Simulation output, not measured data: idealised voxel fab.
process module | voxel self aligned contacts
cross-section cut | 220 nm wide | cells 5 nm
A cross-section is a grid of square cells, given in bands from the top down. A band is one or more rows of cells.
Each band's line starts with the height of the band's top and of its bottom, in nm. Then come its materials from left to right, each with its width in nm. One material with "throughout" fills the band from edge to edge. "air" is empty space.
Height 0 is the level under which the wafer as received is all one material. The lowest band goes on downwards, as in "0 down".
A width such as "30 to 40" changes by the same amount from each row of cells to the next, from the band's top row to its bottom row.
"no change" after a step means that no cell of the cross-section changed.
closed voids: empty space of 8 cells or more with no open way to the top, each as width x height at its distance from the left edge, in nm
after a step's settings: what the simulator itself notes on the step
overlay nm, on a step with a mask: how far to the right of its planned place the mask lay; to the left if negative
plan
1 op RECEIVE | material Si
2 op CONFORMAL_DEP | material SiO2 | thk nm 5
3 op DIRECTIONAL_DEP | material polySi | thk nm 25
4 op DIRECTIONAL_DEP | material SiN | thk nm 25
5 op PATTERN | tone cover | mask id GATE | material resist | width nm 30 | pitch nm 75 | thk nm 20 | overlay nm 0
6 op DIRECTIONAL_ETCH | etch materials SiN | depth nm 25
7 op DIRECTIONAL_ETCH | etch materials polySi | depth nm 25
8 op STRIP | etch materials resist
9 op CONFORMAL_DEP | material SiN | thk nm 10
10 op DIRECTIONAL_ETCH | etch materials SiN | depth nm 10
11 op FILL_DEP | material SiO2 | thk nm 15
12 op CMP | height nm 60
13 op MASKED_ETCH | tone open | mask id CONTACT | width nm 55 | etch materials SiO2 | depth nm 60 | overlay nm 0
14 op CONFORMAL_DEP | material TiN | thk nm 5
15 op FILL_DEP | material W | thk nm 5
16 op CMP | height nm 60
17 op CONFORMAL_DEP | material SiCN | thk nm 5
as received, after step 1
  0 down: Si throughout
  closed voids: none
a wafer at the end: this start, this plan, one mistake
  65 to 60: SiCN throughout
  60 to 55: SiO2 80 | TiN 20 | W 15 | TiN 20 | SiO2 85
  55 to 30: SiO2 45 | SiN 50 | TiN 5 | W 15 | TiN 5 | SiN 50 | SiO2 50
  30 to 25: SiO2 95 | TiN 25 | SiO2 100
  25 to 0: polySi throughout
  0 down: Si throughout
  closed voids: none
what went wrong: steps 2 and 3 were swapped
